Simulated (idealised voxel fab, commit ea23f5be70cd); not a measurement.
Process module, titled voxel released beams
Section shown: cut. Width: 205 nm. Cell size: 5 nm, square.
Square cells in a grid make up a cross-section in this document, and the grid is given as bands, listed from the top down, each one or more rows of cells. Quick guide to a band line: top height, bottom height (nm) up front; then every material left to right with its width in nm. Only one material and it's marked "everywhere"? Then it fills the band edge to edge. And "air" just means empty space. The reference from which all heights are counted is 0, the level beneath which the as-received wafer is entirely one material; the lowest band, having no lower bound, proceeds downward and is written after the example "0 down". You'd read "30..40" like this: the band's top row of cells is as wide as the first number, its bottom row is as wide as the second, and going down, every row changes width by the same amount as the row before did. For the purposes of this document, the phrase "nothing altered" attached to a step denotes that no cell within the cross-section was modified by that step. In the "Sealed voids" entry, you get each enclosed empty space of 8 cells or more, one with no open way to the top, written width x height at distance, distance from the left edge, in nm. Past the settings on a step's line: simulator remark, on that step. overlay nm: right-of-plan distance of the mask on a masked step; negative values mean left-of-plan.
Steps in the process plan
1: RECEIVE,material Si
2: CONFORMAL_DEP,material SiN,thk nm 10
3: DIRECTIONAL_DEP,material SiO2,thk nm 15
4: DIRECTIONAL_DEP,material aC,thk nm 10
5: PATTERN,tone open,mask id ANCHOR,material resist,width nm 25,thk nm 30,overlay nm 0
6: DIRECTIONAL_ETCH,etch materials aC,depth nm 10
7: STRIP,etch materials resist
8: DIRECTIONAL_ETCH,etch materials SiO2,depth nm 15
9: STRIP,etch materials aC
10: CONFORMAL_DEP,material W,thk nm 10
11: DIRECTIONAL_DEP,material aC,thk nm 15
12: PATTERN,tone cover,mask id BEAM,material resist,width nm 90,thk nm 35,overlay nm 0
13: DIRECTIONAL_ETCH,etch materials aC,depth nm 15
14: STRIP,etch materials resist
15: DIRECTIONAL_ETCH,etch materials W,depth nm 10
16: STRIP,etch materials aC
17: STRIP,etch materials SiO2
As-received wafer cross-section (after step 1)
0 down  Si everywhere
Sealed voids: none
The plan above was carried out on the starting structure above with one mistake, and this cross-section shows the wafer at the end of the module
35 to 25  air: 55; W: 90; air: 60
25 to 10  W everywhere
10 to 0  SiN everywhere
0 down  Si everywhere
Sealed voids: none
Finding, execution versus plan: step 3 ran differently from the plan; actual operation with settings: DIRECTIONAL_DEP,material W,thk nm 15
